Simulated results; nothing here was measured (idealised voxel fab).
You're looking at the process module voxel self aligned vias.
cross-section cut | 180 nm wide | cells 5 nm
When this document writes out a cross-section, it uses a grid of square cells and lists it as bands, beginning at the top and moving down, with a band standing for one or more rows of cells.
This entry defines a band. It first specifies the height of the band's top and the height of its bottom in nm, and then specifies the band's materials from left to right, stating each material with its width in nm. The word "throughout" identifies a single material that fills the band from edge to edge, while the word "blank" identifies empty space.
Height is counted from the level 0, under which the received wafer is composed throughout of one material. The lowest of the bands is not closed at the bottom but continues downward, in the notation "0 and below".
Per-row width for "30 to 40": begins at first number (top row of band), ends at second number (bottom row), increment between rows held constant.
What does "remained unchanged" mean for a step? It means no cell of the cross-section changed in that step.
The entry titled "Enclosed void catalog" provides the empty spaces that have no open way to the top, restricted to those of 8 cells or more. Each is presented as width x height at distance, the distance being measured from the left edge, with all three in nm.
Heads up: the bit after the settings on a step's line is the simulator's remark on that step.
overlay nm: where the mask lay relative to plan, measured to the right, on steps with a mask; negatives go left.
plan:
| 1 | op RECEIVE | material Si |
| 2 | op CONFORMAL_DEP | material SiO2 | thk nm 10 |
| 3 | op CONFORMAL_DEP | material SiCN | thk nm 5 |
| 4 | op DIRECTIONAL_DEP | material lowk | thk nm 20 |
| 5 | op MASKED_ETCH | tone open | mask id LINES | width nm 25 | pitch nm 65 | etch materials lowk | depth nm 20 | overlay nm 0 |
| 6 | op CONFORMAL_DEP | material TiN | thk nm 5 |
| 7 | op FILL_DEP | material W | thk nm 5 |
| 8 | op CMP | height nm 35 |
| 9 | op SELECTIVE_ETCH | etch materials W Ru TiN | depth nm 10 |
| 10 | op FILL_DEP | material SiN | thk nm 5 |
| 11 | op CMP | height nm 35 |
| 12 | op DIRECTIONAL_DEP | material lowk | thk nm 15 |
| 13 | op MASKED_ETCH | tone open | mask id VIAS | width nm 35 | etch materials lowk | depth nm 15 | overlay nm 0 |
| 14 | op MASKED_ETCH | tone open | mask id VIAS | width nm 35 | etch materials SiN | depth nm 10 | overlay nm 0 |
| 15 | op CONFORMAL_DEP | material TiN | thk nm 5 |
| 16 | op FILL_DEP | material W | thk nm 5 |
| 17 | op CMP | height nm 50 |
| 18 | op CONFORMAL_DEP | material SiN | thk nm 5 |
First wafer of two (run as planned):
As-received state of the wafer in cross-section, equivalent to post-step 1:
> 0 and below = Si throughout
> Enclosed void catalog: none
Cross-section of the wafer subsequent to step 2:
> 10 down to 0 = SiO2 throughout
> Whatever lies below 0 is exactly as it was before.
Cross-section of the wafer subsequent to step 3:
> 15 down to 10 = SiCN throughout
> Whatever lies below 10 is exactly as it was before.
Cross-section of the wafer subsequent to step 4:
> 35 down to 15 = lowk throughout
> Whatever lies below 15 is exactly as it was before.
Cross-section of the wafer subsequent to step 5:
> 35 down to 15 = lowk 45, then blank 25, then lowk 40, then blank 25, then lowk 45
> Whatever lies below 15 is exactly as it was before.
Cross-section of the wafer subsequent to step 6:
> 40 down to 35 = TiN 50, then blank 15, then TiN 50, then blank 15, then TiN 50
> 35 down to 20 = lowk 45, then TiN 5, then blank 15, then TiN 5, then lowk 40, then TiN 5, then blank 15, then TiN 5, then lowk 45
> 20 down to 15 = lowk 45, then TiN 25, then lowk 40, then TiN 25, then lowk 45
> Whatever lies below 15 is exactly as it was before.
Cross-section of the wafer subsequent to step 7:
> 45 down to 40 = W throughout
> 40 down to 35 = TiN 50, then W 15, then TiN 50, then W 15, then TiN 50
> 35 down to 20 = lowk 45, then TiN 5, then W 15, then TiN 5, then lowk 40, then TiN 5, then W 15, then TiN 5, then lowk 45
> Whatever lies below 20 is exactly as it was before.
Cross-section of the wafer subsequent to step 8:
> 35 down to 20 = lowk 45, then TiN 5, then W 15, then TiN 5, then lowk 40, then TiN 5, then W 15, then TiN 5, then lowk 45
> Whatever lies below 20 is exactly as it was before.
Cross-section of the wafer subsequent to step 9:
> 35 down to 25 = lowk 45, then blank 25, then lowk 40, then blank 25, then lowk 45
> Whatever lies below 25 is exactly as it was before.
Cross-section of the wafer subsequent to step 10:
> 40 down to 35 = SiN throughout
> 35 down to 25 = lowk 45, then SiN 25, then lowk 40, then SiN 25, then lowk 45
> Whatever lies below 25 is exactly as it was before.
Cross-section of the wafer subsequent to step 11:
> 35 down to 25 = lowk 45, then SiN 25, then lowk 40, then SiN 25, then lowk 45
> Whatever lies below 25 is exactly as it was before.
Cross-section of the wafer subsequent to step 12:
> 50 down to 35 = lowk throughout
> Whatever lies below 35 is exactly as it was before.
Cross-section of the wafer subsequent to step 13:
> 50 down to 35 = lowk 40, then blank 35, then lowk 105
> Whatever lies below 35 is exactly as it was before.
Cross-section of the wafer subsequent to step 14:
> 50 down to 35 = lowk 40, then blank 35, then lowk 105
> 35 down to 25 = lowk 45, then blank 25, then lowk 40, then SiN 25, then lowk 45
> Whatever lies below 25 is exactly as it was before.
Cross-section of the wafer subsequent to step 15:
> 55 down to 50 = TiN 45, then blank 25, then TiN 110
> 50 down to 40 = lowk 40, then TiN 5, then blank 25, then TiN 5, then lowk 105
> 40 down to 35 = lowk 40, then TiN 10, then blank 15, then TiN 10, then lowk 105
> 35 down to 30 = lowk 45, then TiN 5, then blank 15, then TiN 5, then lowk 40, then SiN 25, then lowk 45
> 30 down to 25 = lowk 45, then TiN 25, then lowk 40, then SiN 25, then lowk 45
> Whatever lies below 25 is exactly as it was before.
Cross-section of the wafer subsequent to step 16:
> 60 down to 55 = W throughout
> 55 down to 50 = TiN 45, then W 25, then TiN 110
> 50 down to 40 = lowk 40, then TiN 5, then W 25, then TiN 5, then lowk 105
> 40 down to 35 = lowk 40, then TiN 10, then W 15, then TiN 10, then lowk 105
> 35 down to 30 = lowk 45, then TiN 5, then W 15, then TiN 5, then lowk 40, then SiN 25, then lowk 45
> Whatever lies below 30 is exactly as it was before.
Cross-section of the wafer subsequent to step 17:
> 50 down to 40 = lowk 40, then TiN 5, then W 25, then TiN 5, then lowk 105
> Whatever lies below 40 is exactly as it was before.
Cross-section of the wafer subsequent to step 18:
> 55 down to 50 = SiN throughout
> Whatever lies below 50 is exactly as it was before.
Here the second wafer is described. Its start and its plan were those of the first wafer. Its run contained one mistake. Up to and including step 1, it did exactly what the first wafer did:
Second wafer shown in cross-section at the time step 2 was slated to end:
> 10 down to 0 = W throughout
> Whatever lies below 0 is exactly as it was before.
Second wafer shown in cross-section at the time step 3 was slated to end:
> 15 down to 10 = SiCN throughout
> Whatever lies below 10 is exactly as it was before.
Second wafer shown in cross-section at the time step 4 was slated to end:
> 35 down to 15 = lowk throughout
> Whatever lies below 15 is exactly as it was before.
Second wafer shown in cross-section at the time step 5 was slated to end:
> 35 down to 15 = lowk 45, then blank 25, then lowk 40, then blank 25, then lowk 45
> Whatever lies below 15 is exactly as it was before.
Second wafer shown in cross-section at the time step 6 was slated to end:
> 40 down to 35 = TiN 50, then blank 15, then TiN 50, then blank 15, then TiN 50
> 35 down to 20 = lowk 45, then TiN 5, then blank 15, then TiN 5, then lowk 40, then TiN 5, then blank 15, then TiN 5, then lowk 45
> 20 down to 15 = lowk 45, then TiN 25, then lowk 40, then TiN 25, then lowk 45
> Whatever lies below 15 is exactly as it was before.
Second wafer shown in cross-section at the time step 7 was slated to end:
> 45 down to 40 = W throughout
> 40 down to 35 = TiN 50, then W 15, then TiN 50, then W 15, then TiN 50
> 35 down to 20 = lowk 45, then TiN 5, then W 15, then TiN 5, then lowk 40, then TiN 5, then W 15, then TiN 5, then lowk 45
> Whatever lies below 20 is exactly as it was before.
Second wafer shown in cross-section at the time step 8 was slated to end:
> 35 down to 20 = lowk 45, then TiN 5, then W 15, then TiN 5, then lowk 40, then TiN 5, then W 15, then TiN 5, then lowk 45
> Whatever lies below 20 is exactly as it was before.
Second wafer shown in cross-section at the time step 9 was slated to end:
> 35 down to 25 = lowk 45, then blank 25, then lowk 40, then blank 25, then lowk 45
> Whatever lies below 25 is exactly as it was before.
Second wafer shown in cross-section at the time step 10 was slated to end:
> 40 down to 35 = SiN throughout
> 35 down to 25 = lowk 45, then SiN 25, then lowk 40, then SiN 25, then lowk 45
> Whatever lies below 25 is exactly as it was before.
Second wafer shown in cross-section at the time step 11 was slated to end:
> 35 down to 25 = lowk 45, then SiN 25, then lowk 40, then SiN 25, then lowk 45
> Whatever lies below 25 is exactly as it was before.
Second wafer shown in cross-section at the time step 12 was slated to end:
> 50 down to 35 = lowk throughout
> Whatever lies below 35 is exactly as it was before.
Second wafer shown in cross-section at the time step 13 was slated to end:
> 50 down to 35 = lowk 40, then blank 35, then lowk 105
> Whatever lies below 35 is exactly as it was before.
Second wafer shown in cross-section at the time step 14 was slated to end:
> 50 down to 35 = lowk 40, then blank 35, then lowk 105
> 35 down to 25 = lowk 45, then blank 25, then lowk 40, then SiN 25, then lowk 45
> Whatever lies below 25 is exactly as it was before.
Second wafer shown in cross-section at the time step 15 was slated to end:
> 55 down to 50 = TiN 45, then blank 25, then TiN 110
> 50 down to 40 = lowk 40, then TiN 5, then blank 25, then TiN 5, then lowk 105
> 40 down to 35 = lowk 40, then TiN 10, then blank 15, then TiN 10, then lowk 105
> 35 down to 30 = lowk 45, then TiN 5, then blank 15, then TiN 5, then lowk 40, then SiN 25, then lowk 45
> 30 down to 25 = lowk 45, then TiN 25, then lowk 40, then SiN 25, then lowk 45
> Whatever lies below 25 is exactly as it was before.
Second wafer shown in cross-section at the time step 16 was slated to end:
> 60 down to 55 = W throughout
> 55 down to 50 = TiN 45, then W 25, then TiN 110
> 50 down to 40 = lowk 40, then TiN 5, then W 25, then TiN 5, then lowk 105
> 40 down to 35 = lowk 40, then TiN 10, then W 15, then TiN 10, then lowk 105
> 35 down to 30 = lowk 45, then TiN 5, then W 15, then TiN 5, then lowk 40, then SiN 25, then lowk 45
> Whatever lies below 30 is exactly as it was before.
Second wafer shown in cross-section at the time step 17 was slated to end:
> 50 down to 40 = lowk 40, then TiN 5, then W 25, then TiN 5, then lowk 105
> Whatever lies below 40 is exactly as it was before.
Second wafer shown in cross-section at the time step 18 was slated to end:
> 55 down to 50 = SiN throughout
> Whatever lies below 50 is exactly as it was before.
Finding, execution versus plan: planned and actual differ for step 2; actual: op CONFORMAL_DEP | material W | thk nm 10
Counted in cells at the end, the second wafer holds more or fewer of these materials than the first: 72 fewer of SiO2, 72 more of W
